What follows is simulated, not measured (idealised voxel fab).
Presented below is a process module, voxel spacer lines.
The cross-section on display is named cut; it measures 160 nm wide, and its cells are 5 nm squares.
Reading order for cross-sections: top band down to bottom band. Underlying form: a grid of square cells. Band size: one or more rows of cells.
It is stipulated that each band's entry specify, in nanometres, the height of the top of the band and then that of its bottom, followed by the materials of the band in left-to-right sequence, each together with its width in nanometres. A single material marked by the word "throughout" is understood to fill the band from edge to edge; the word "blank" is understood to denote empty space.
Height is counted from the level 0, under which the received wafer is composed throughout of one material. The lowest of the bands is not closed at the bottom but continues downward, in the notation "top 0, no bottom".
Width: "30->40" (first number = top row, second number = bottom row, same change from row to row of cells).
It should be understood that the words "nothing was modified", when stated for a given step, signify that the cross-section underwent no change in any of its cells during that step.
Voids not open to the top, 8 cells minimum: see "Trapped voids". Written width x height at distance; distance is from the left edge; nm.
On each step's line, the part that comes after the settings is the simulator's own comment on the step.
What "overlay nm" on a step's line means: if the step has a mask, that mask lay this far to the right of its planned place, or, when the value is negative, to the left.
**The following list gives the planned process steps**
1: RECEIVE, material Si
2: CONFORMAL_DEP, material Al2O3, thk nm 5
3: DIRECTIONAL_DEP, material W, thk nm 15
4: DIRECTIONAL_DEP, material aC, thk nm 20
5: PATTERN, tone cover, mask id MANDREL, material resist, width nm 20, pitch nm 60, thk nm 25, overlay nm 0
6: DIRECTIONAL_ETCH, etch materials aC, depth nm 20
7: STRIP, etch materials resist
8: CONFORMAL_DEP, material SiO2, thk nm 10
9: DIRECTIONAL_ETCH, etch materials SiO2, depth nm 10
10: STRIP, etch materials aC
11: DIRECTIONAL_ETCH, etch materials W, depth nm 15
12: STRIP, etch materials SiO2
**This is the cross-section of the wafer as we received it, i.e. after step 1**
    top 0, no bottom: Si throughout
    Trapped voids: none
**End-of-module XS, first of two wafers, run as planned**
    top 20, bottom 5: 30 of blank; 10 of W; 20 of blank; 10 of W; 20 of blank; 10 of W; 20 of blank; 10 of W; 30 of blank
    top 5, bottom 0: Al2O3 throughout
    top 0, no bottom: Si throughout
    Trapped voids: none
**Wafer two, sectioned after the module: the first wafer's start, the first wafer's plan, and one mistake in how it was run**
    top 20, bottom 5: 35 of blank; 10 of W; 15 of blank; 10 of W; 25 of blank; 10 of W; 15 of blank; 10 of W; 30 of blank
    top 5, bottom 0: Al2O3 throughout
    top 0, no bottom: Si throughout
    Trapped voids: none
Want to know what went wrong? for step 5, the planned setting was not used; the step was instead run as PATTERN, tone cover, mask id MANDREL, material resist, width nm 15, pitch nm 60, thk nm 25, overlay nm 0
Final wafers compared: equal cell tally per material, rearranged layout.
